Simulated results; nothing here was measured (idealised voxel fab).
process module | voxel capacitor over wiring
cross-section cut | 210 nm wide | cells 5 nm
A cross-section is a grid of square cells, given in bands from the top down. A band is one or more rows of cells.
Each band's line starts with the height of the band's top and of its bottom, in nm. Then come its materials from left to right, each with its width in nm. One material with "throughout" fills the band from edge to edge. "air" is empty space.
Height 0 is the level under which the wafer as received is all one material. The lowest band goes on downwards, as in "0 down".
A width such as "30 to 40" changes by the same amount from each row of cells to the next, from the band's top row to its bottom row.
"no change" after a step means that no cell of the cross-section changed.
closed voids: empty space of 8 cells or more with no open way to the top, each as width x height at its distance from the left edge, in nm
after a step's settings: what the simulator itself notes on the step
overlay nm, on a step with a mask: how far to the right of its planned place the mask lay; to the left if negative
plan
1 op RECEIVE | material Si
2 op CONFORMAL_DEP | material SiO2 | thk nm 10
3 op CONFORMAL_DEP | material SiCN | thk nm 5
4 op DIRECTIONAL_DEP | material lowk | thk nm 25
5 op PATTERN | tone open | mask id METAL_1 | material resist | width nm 25 | pitch nm 90 | thk nm 20 | overlay nm 0
6 op DIRECTIONAL_ETCH | etch materials lowk | depth nm 25
7 op DIRECTIONAL_ETCH | etch materials SiCN | depth nm 5
8 op STRIP | etch materials resist
9 op CONFORMAL_DEP | material TiN | thk nm 5
10 op FILL_DEP | material Ru | thk nm 10
11 op CMP | height nm 40
12 op CONFORMAL_DEP | material SiCN | thk nm 5
13 op DIRECTIONAL_DEP | material SiO2 | thk nm 20
14 op PATTERN | tone open | mask id PLUG_1 | material resist | width nm 15 | thk nm 20 | overlay nm 0
15 op DIRECTIONAL_ETCH | etch materials SiO2 | depth nm 20
16 op DIRECTIONAL_ETCH | etch materials SiCN | depth nm 5
17 op STRIP | etch materials resist
18 op EPI | material Ru | thk nm 10
19 op EPI | material Ru | thk nm 10
20 op EPI | material Ru | thk nm 5
21 op DIRECTIONAL_DEP | material TiN | thk nm 5
22 op DIRECTIONAL_DEP | material Al2O3 | thk nm 5
23 op DIRECTIONAL_DEP | material TiN | thk nm 5
24 op DIRECTIONAL_DEP | material aC | thk nm 15
25 op PATTERN | tone cover | mask id UPPER_PLATE | material resist | width nm 70 | thk nm 35 | overlay nm 0
26 op DIRECTIONAL_ETCH | etch materials aC | depth nm 15
27 op STRIP | etch materials resist
28 op DIRECTIONAL_ETCH | etch materials TiN | depth nm 5
29 op DIRECTIONAL_ETCH | etch materials Al2O3 | depth nm 5
30 op STRIP | etch materials aC
31 op DIRECTIONAL_DEP | material aC | thk nm 10
32 op PATTERN | tone cover | mask id LOWER_PLATE | material resist | width nm 80 | thk nm 25 | overlay nm 0
33 op DIRECTIONAL_ETCH | etch materials aC | depth nm 10
34 op STRIP | etch materials resist
35 op DIRECTIONAL_ETCH | etch materials TiN | depth nm 5
36 op STRIP | etch materials aC
37 op FILL_DEP | material SiO2 | thk nm 20
38 op CMP | height nm 95
39 op PATTERN | tone open | mask id PLUG_2 | material resist | width nm 15 | thk nm 20 | overlay nm 0
40 op DIRECTIONAL_ETCH | etch materials SiO2 | depth nm 15
41 op STRIP | etch materials resist
42 op CONFORMAL_DEP | material TiN | thk nm 5
43 op FILL_DEP | material W | thk nm 10
44 op CMP | height nm 95
45 op CONFORMAL_DEP | material SiN | thk nm 5
first wafer, as planned
as received, after step 1
  0 down: Si throughout
  closed voids: none
after step 2
  10 to 0: SiO2 throughout
  below 0: unchanged
after step 3
  15 to 10: SiCN throughout
  below 10: unchanged
after step 4
  40 to 15: lowk throughout
  below 15: unchanged
after step 5
  60 to 40: resist 45 | air 25 | resist 65 | air 25 | resist 50
  below 40: unchanged
after step 6
  60 to 40: resist 45 | air 25 | resist 65 | air 25 | resist 50
  40 to 15: lowk 45 | air 25 | lowk 65 | air 25 | lowk 50
  below 15: unchanged
after step 7
  60 to 40: resist 45 | air 25 | resist 65 | air 25 | resist 50
  40 to 15: lowk 45 | air 25 | lowk 65 | air 25 | lowk 50
  15 to 10: SiCN 45 | air 25 | SiCN 65 | air 25 | SiCN 50
  below 10: unchanged
after step 8
  40 to 15: lowk 45 | air 25 | lowk 65 | air 25 | lowk 50
  below 15: unchanged
after step 9
  45 to 40: TiN 50 | air 15 | TiN 75 | air 15 | TiN 55
  40 to 15: lowk 45 | TiN 5 | air 15 | TiN 5 | lowk 65 | TiN 5 | air 15 | TiN 5 | lowk 50
  15 to 10: SiCN 45 | TiN 25 | SiCN 65 | TiN 25 | SiCN 50
  below 10: unchanged
after step 10
  55 to 45: Ru throughout
  45 to 40: TiN 50 | Ru 15 | TiN 75 | Ru 15 | TiN 55
  40 to 15: lowk 45 | TiN 5 | Ru 15 | TiN 5 | lowk 65 | TiN 5 | Ru 15 | TiN 5 | lowk 50
  below 15: unchanged
after step 11
  40 to 15: lowk 45 | TiN 5 | Ru 15 | TiN 5 | lowk 65 | TiN 5 | Ru 15 | TiN 5 | lowk 50
  below 15: unchanged
after step 12
  45 to 40: SiCN throughout
  below 40: unchanged
after step 13
  65 to 45: SiO2 throughout
  below 45: unchanged
after step 14
  85 to 65: resist 55 | air 15 | resist 140
  below 65: unchanged
after step 15
  85 to 65: resist 55 | air 15 | resist 140
  65 to 45: SiO2 55 | air 15 | SiO2 140
  below 45: unchanged
after step 16
  85 to 65: resist 55 | air 15 | resist 140
  65 to 45: SiO2 55 | air 15 | SiO2 140
  45 to 40: SiCN 55 | air 15 | SiCN 140
  below 40: unchanged
after step 17
  65 to 45: SiO2 55 | air 15 | SiO2 140
  below 45: unchanged
after step 18
  65 to 50: SiO2 55 | air 15 | SiO2 140
  50 to 45: SiO2 55 | Ru 15 | SiO2 140
  45 to 40: SiCN 55 | Ru 15 | SiCN 140
  below 40: unchanged
after step 19
  65 to 60: SiO2 55 | air 15 | SiO2 140
  60 to 45: SiO2 55 | Ru 15 | SiO2 140
  below 45: unchanged
after step 20
  65 to 45: SiO2 55 | Ru 15 | SiO2 140
  below 45: unchanged
after step 21
  70 to 65: TiN throughout
  below 65: unchanged
after step 22
  75 to 70: Al2O3 throughout
  below 70: unchanged
after step 23
  80 to 75: TiN throughout
  below 75: unchanged
after step 24
  95 to 80: aC throughout
  below 80: unchanged
after step 25
  130 to 95: air 55 | resist 70 | air 85
  below 95: unchanged
after step 26
  115 to 95: air 55 | resist 70 | air 85
  95 to 80: air 55 | aC 70 | air 85
  below 80: unchanged
after step 27
  95 to 80: air 55 | aC 70 | air 85
  below 80: unchanged
after step 28
  95 to 80: air 55 | aC 70 | air 85
  80 to 75: air 55 | TiN 70 | air 85
  below 75: unchanged
after step 29
  95 to 80: air 55 | aC 70 | air 85
  80 to 75: air 55 | TiN 70 | air 85
  75 to 70: air 55 | Al2O3 70 | air 85
  below 70: unchanged
after step 30
  80 to 75: air 55 | TiN 70 | air 85
  below 75: unchanged
after step 31
  90 to 80: air 55 | aC 70 | air 85
  80 to 75: aC 55 | TiN 70 | aC 85
  75 to 70: aC 55 | Al2O3 70 | aC 85
  below 70: unchanged
after step 32
  115 to 90: air 50 | resist 80 | air 80
  90 to 80: air 50 | resist 5 | aC 70 | resist 5 | air 80
  below 80: unchanged
after step 33
  105 to 90: air 50 | resist 80 | air 80
  90 to 80: air 50 | resist 5 | aC 70 | resist 5 | air 80
  80 to 75: air 50 | aC 5 | TiN 70 | aC 5 | air 80
  75 to 70: air 50 | aC 5 | Al2O3 70 | aC 5 | air 80
  below 70: unchanged
after step 34
  90 to 80: air 55 | aC 70 | air 85
  below 80: unchanged
after step 35
  90 to 80: air 55 | aC 70 | air 85
  80 to 75: air 50 | aC 5 | TiN 70 | aC 5 | air 80
  75 to 70: air 50 | aC 5 | Al2O3 70 | aC 5 | air 80
  70 to 65: air 50 | TiN 80 | air 80
  below 65: unchanged
after step 36
  80 to 75: air 55 | TiN 70 | air 85
  75 to 70: air 55 | Al2O3 70 | air 85
  below 70: unchanged
after step 37
  100 to 80: SiO2 throughout
  80 to 75: SiO2 55 | TiN 70 | SiO2 85
  75 to 70: SiO2 55 | Al2O3 70 | SiO2 85
  70 to 65: SiO2 50 | TiN 80 | SiO2 80
  below 65: unchanged
after step 38
  95 to 80: SiO2 throughout
  below 80: unchanged
after step 39
  115 to 95: resist 65 | air 15 | resist 130
  below 95: unchanged
after step 40
  115 to 95: resist 65 | air 15 | resist 130
  95 to 80: SiO2 65 | air 15 | SiO2 130
  below 80: unchanged
after step 41
  95 to 80: SiO2 65 | air 15 | SiO2 130
  below 80: unchanged
after step 42
  100 to 95: TiN 70 | air 5 | TiN 135
  95 to 85: SiO2 65 | TiN 5 | air 5 | TiN 5 | SiO2 130
  85 to 75: SiO2 65 to 55 | TiN 15 to 70 | SiO2 130 to 85
  below 75: unchanged
after step 43
  110 to 100: W throughout
  100 to 95: TiN 70 | W 5 | TiN 135
  95 to 85: SiO2 65 | TiN 5 | W 5 | TiN 5 | SiO2 130
  below 85: unchanged
after step 44
  95 to 85: SiO2 65 | TiN 5 | W 5 | TiN 5 | SiO2 130
  below 85: unchanged
after step 45
  100 to 95: SiN throughout
  below 95: unchanged
second wafer: like start, like plan, one mistake. Through step 22 it matches the first wafer
when step 23 should have ended
  80 to 75: lowk throughout
  below 75: unchanged
when step 24 should have ended
  95 to 80: aC throughout
  below 80: unchanged
when step 25 should have ended
  130 to 95: air 55 | resist 70 | air 85
  below 95: unchanged
when step 26 should have ended
  115 to 95: air 55 | resist 70 | air 85
  95 to 80: air 55 | aC 70 | air 85
  below 80: unchanged
when step 27 should have ended
  95 to 80: air 55 | aC 70 | air 85
  below 80: unchanged
when step 28 should have ended: no change
when step 29 should have ended: no change
when step 30 should have ended
  80 to 75: lowk throughout
  below 75: unchanged
when step 31 should have ended
  90 to 80: aC throughout
  below 80: unchanged
when step 32 should have ended
  115 to 90: air 50 | resist 80 | air 80
  below 90: unchanged
when step 33 should have ended
  105 to 90: air 50 | resist 80 | air 80
  90 to 80: air 50 | aC 80 | air 80
  below 80: unchanged
when step 34 should have ended
  90 to 80: air 50 | aC 80 | air 80
  below 80: unchanged
when step 35 should have ended: no change
when step 36 should have ended
  80 to 75: lowk throughout
  below 75: unchanged
when step 37 should have ended
  100 to 80: SiO2 throughout
  below 80: unchanged
when step 38 should have ended
  95 to 80: SiO2 throughout
  below 80: unchanged
when step 39 should have ended
  115 to 95: resist 65 | air 15 | resist 130
  below 95: unchanged
when step 40 should have ended
  115 to 95: resist 65 | air 15 | resist 130
  95 to 80: SiO2 65 | air 15 | SiO2 130
  below 80: unchanged
when step 41 should have ended
  95 to 80: SiO2 65 | air 15 | SiO2 130
  below 80: unchanged
when step 42 should have ended
  100 to 95: TiN 70 | air 5 | TiN 135
  95 to 85: SiO2 65 | TiN 5 | air 5 | TiN 5 | SiO2 130
  85 to 80: SiO2 65 | TiN 15 | SiO2 130
  below 80: unchanged
when step 43 should have ended
  110 to 100: W throughout
  100 to 95: TiN 70 | W 5 | TiN 135
  95 to 85: SiO2 65 | TiN 5 | W 5 | TiN 5 | SiO2 130
  below 85: unchanged
when step 44 should have ended
  95 to 85: SiO2 65 | TiN 5 | W 5 | TiN 5 | SiO2 130
  below 85: unchanged
when step 45 should have ended
  100 to 95: SiN throughout
  below 95: unchanged
what went wrong: step 23 ran as: op DIRECTIONAL_DEP | material lowk | thk nm 5
at the end the second wafer has, in cells: 28 more of Al2O3 | 82 fewer of SiO2 | 12 more of TiN | 42 more of lowk
